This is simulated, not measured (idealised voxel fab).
process module | voxel ribs on slabs
cross-section cut | 200 nm wide | cells 5 nm
A cross-section is a grid of square cells, given in bands from the top down. A band is one or more rows of cells.
Each band's line starts with the height of the band's top and of its bottom, in nm. Then come its materials from left to right, each with its width in nm. One material with "throughout" fills the band from edge to edge. "air" is empty space.
Height 0 is the level under which the wafer as received is all one material. The lowest band goes on downwards, as in "0 down".
A width such as "30 to 40" changes by the same amount from each row of cells to the next, from the band's top row to its bottom row.
"no change" after a step means that no cell of the cross-section changed.
closed voids: empty space of 8 cells or more with no open way to the top, each as width x height at its distance from the left edge, in nm
after a step's settings: what the simulator itself notes on the step
overlay nm, on a step with a mask: how far to the right of its planned place the mask lay; to the left if negative
plan
1 op RECEIVE | material Si
2 op DIRECTIONAL_DEP | material SiO2 | thk nm 25
3 op DIRECTIONAL_DEP | material polySi | thk nm 25
4 op PATTERN | tone cover | mask id RIB | material resist | width nm 15 | thk nm 15 | overlay nm 0
5 op DIRECTIONAL_ETCH | etch materials polySi | depth nm 15
6 op STRIP | etch materials resist
7 op PATTERN | tone cover | mask id SLAB | material resist | width nm 45 | thk nm 20 | overlay nm 0
8 op DIRECTIONAL_ETCH | etch materials polySi | depth nm 10
9 op STRIP | etch materials resist
10 op FILL_DEP | material SiO2 | thk nm 25
11 op CMP | height nm 70
12 op DIRECTIONAL_DEP | material W | thk nm 5
13 op DIRECTIONAL_DEP | material aC | thk nm 10
14 op PATTERN | tone cover | mask id HEATER | material resist | width nm 25 | thk nm 25 | overlay nm 0
15 op DIRECTIONAL_ETCH | etch materials aC | depth nm 10
16 op STRIP | etch materials resist
17 op DIRECTIONAL_ETCH | etch materials W | depth nm 5
18 op STRIP | etch materials aC
19 op CONFORMAL_DEP | material SiN | thk nm 5
first wafer, as planned
as received, after step 1
  0 down: Si throughout
  closed voids: none
after step 2
  25 to 0: SiO2 throughout
  below 0: unchanged
after step 3
  50 to 25: polySi throughout
  below 25: unchanged
after step 4
  65 to 50: air 90 | resist 15 | air 95
  below 50: unchanged
after step 5
  65 to 50: air 90 | resist 15 | air 95
  50 to 35: air 90 | polySi 15 | air 95
  below 35: unchanged
after step 6
  50 to 35: air 90 | polySi 15 | air 95
  below 35: unchanged
after step 7
  70 to 50: air 75 | resist 45 | air 80
  50 to 35: air 75 | resist 15 | polySi 15 | resist 15 | air 80
  below 35: unchanged
after step 8
  70 to 50: air 75 | resist 45 | air 80
  50 to 35: air 75 | resist 15 | polySi 15 | resist 15 | air 80
  35 to 25: air 75 | polySi 45 | air 80
  below 25: unchanged
after step 9
  50 to 35: air 90 | polySi 15 | air 95
  below 35: unchanged
after step 10
  75 to 50: SiO2 throughout
  50 to 35: SiO2 90 | polySi 15 | SiO2 95
  35 to 25: SiO2 75 | polySi 45 | SiO2 80
  below 25: unchanged
after step 11
  70 to 50: SiO2 throughout
  below 50: unchanged
after step 12
  75 to 70: W throughout
  below 70: unchanged
after step 13
  85 to 75: aC throughout
  below 75: unchanged
after step 14
  110 to 85: air 85 | resist 25 | air 90
  below 85: unchanged
after step 15
  100 to 85: air 85 | resist 25 | air 90
  85 to 75: air 85 | aC 25 | air 90
  below 75: unchanged
after step 16
  85 to 75: air 85 | aC 25 | air 90
  below 75: unchanged
after step 17
  85 to 75: air 85 | aC 25 | air 90
  75 to 70: air 85 | W 25 | air 90
  below 70: unchanged
after step 18
  75 to 70: air 85 | W 25 | air 90
  below 70: unchanged
after step 19
  80 to 75: air 80 | SiN 35 | air 85
  75 to 70: SiN 85 | W 25 | SiN 90
  below 70: unchanged
second wafer: like start, like plan, one mistake. Through step 1 it matches the first wafer
when step 2 should have ended
  50 to 0: SiO2 throughout
  below 0: unchanged
when step 3 should have ended
  75 to 50: polySi throughout
  below 50: unchanged
when step 4 should have ended
  90 to 75: air 90 | resist 15 | air 95
  below 75: unchanged
when step 5 should have ended
  90 to 75: air 90 | resist 15 | air 95
  75 to 60: air 90 | polySi 15 | air 95
  below 60: unchanged
when step 6 should have ended
  75 to 60: air 90 | polySi 15 | air 95
  below 60: unchanged
when step 7 should have ended
  95 to 75: air 75 | resist 45 | air 80
  75 to 60: air 75 | resist 15 | polySi 15 | resist 15 | air 80
  below 60: unchanged
when step 8 should have ended
  95 to 75: air 75 | resist 45 | air 80
  75 to 60: air 75 | resist 15 | polySi 15 | resist 15 | air 80
  60 to 50: air 75 | polySi 45 | air 80
  below 50: unchanged
when step 9 should have ended
  75 to 60: air 90 | polySi 15 | air 95
  below 60: unchanged
when step 10 should have ended
  100 to 75: SiO2 throughout
  75 to 60: SiO2 90 | polySi 15 | SiO2 95
  60 to 50: SiO2 75 | polySi 45 | SiO2 80
  below 50: unchanged
when step 11 should have ended
  70 to 60: SiO2 90 | polySi 15 | SiO2 95
  below 60: unchanged
when step 12 should have ended
  75 to 70: W throughout
  below 70: unchanged
when step 13 should have ended
  85 to 75: aC throughout
  below 75: unchanged
when step 14 should have ended
  110 to 85: air 85 | resist 25 | air 90
  below 85: unchanged
when step 15 should have ended
  100 to 85: air 85 | resist 25 | air 90
  85 to 75: air 85 | aC 25 | air 90
  below 75: unchanged
when step 16 should have ended
  85 to 75: air 85 | aC 25 | air 90
  below 75: unchanged
when step 17 should have ended
  85 to 75: air 85 | aC 25 | air 90
  75 to 70: air 85 | W 25 | air 90
  below 70: unchanged
when step 18 should have ended
  75 to 70: air 85 | W 25 | air 90
  below 70: unchanged
when step 19 should have ended
  80 to 75: air 80 | SiN 35 | air 85
  75 to 70: SiN 85 | W 25 | SiN 90
  below 70: unchanged
what went wrong: step 2 was run twice
at the end the second wafer has, in cells: 3 more of SiO2 | 3 fewer of polySi
